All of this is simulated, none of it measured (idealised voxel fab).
process module | voxel tone inversion
cross-section cut | 210 nm wide | cells 5 nm
A cross-section is a grid of square cells, given in bands from the top down. A band is one or more rows of cells.
Each band's line starts with the height of the band's top and of its bottom, in nm. Then come its materials from left to right, each with its width in nm. One material with "throughout" fills the band from edge to edge. "air" is empty space.
Height 0 is the level under which the wafer as received is all one material. The lowest band goes on downwards, as in "0 down".
A width such as "30 to 40" changes by the same amount from each row of cells to the next, from the band's top row to its bottom row.
"no change" after a step means that no cell of the cross-section changed.
closed voids: empty space of 8 cells or more with no open way to the top, each as width x height at its distance from the left edge, in nm
after a step's settings: what the simulator itself notes on the step
overlay nm, on a step with a mask: how far to the right of its planned place the mask lay; to the left if negative
plan
1 op RECEIVE | material Si
2 op CONFORMAL_DEP | material SiN | thk nm 5
3 op DIRECTIONAL_DEP | material polySi | thk nm 20
4 op PATTERN | tone cover | mask id POSTS | material resist | width nm 20 | pitch nm 45 | thk nm 30 | overlay nm 0
5 op DIRECTIONAL_ETCH | etch materials polySi | depth nm 20
6 op STRIP | etch materials resist
7 op FILL_DEP | material SiO2 | thk nm 5
8 op CMP | height nm 25
9 op STRIP | etch materials polySi
10 op CONFORMAL_DEP | material TiN | thk nm 5
11 op FILL_DEP | material Cu | thk nm 10
12 op CMP | height nm 25
13 op CONFORMAL_DEP | material SiN | thk nm 5
as received, after step 1
  0 down: Si throughout
  closed voids: none
first wafer at the end, as planned
  30 to 25: SiN throughout
  25 to 10: SiO2 50 | TiN 5 | Cu 10 | TiN 5 | SiO2 25 | TiN 5 | Cu 10 | TiN 5 | SiO2 25 | TiN 5 | Cu 10 | TiN 5 | SiO2 50
  10 to 5: SiO2 50 | TiN 20 | SiO2 25 | TiN 20 | SiO2 25 | TiN 20 | SiO2 50
  5 to 0: SiN throughout
  0 down: Si throughout
  closed voids: none
second wafer at the end: like start, like plan, one mistake
  45 to 40: SiN throughout
  40 to 30: Cu throughout
  30 to 25: TiN 55 | Cu 10 | TiN 35 | Cu 10 | TiN 35 | Cu 10 | TiN 55
  25 to 10: SiO2 50 | TiN 5 | Cu 10 | TiN 5 | SiO2 25 | TiN 5 | Cu 10 | TiN 5 | SiO2 25 | TiN 5 | Cu 10 | TiN 5 | SiO2 50
  10 to 5: SiO2 50 | TiN 20 | SiO2 25 | TiN 20 | SiO2 25 | TiN 20 | SiO2 50
  5 to 0: SiN throughout
  0 down: Si throughout
  closed voids: none
what went wrong: step 12 was left out
at the end the second wafer has, in cells: 90 more of Cu | 36 more of TiN
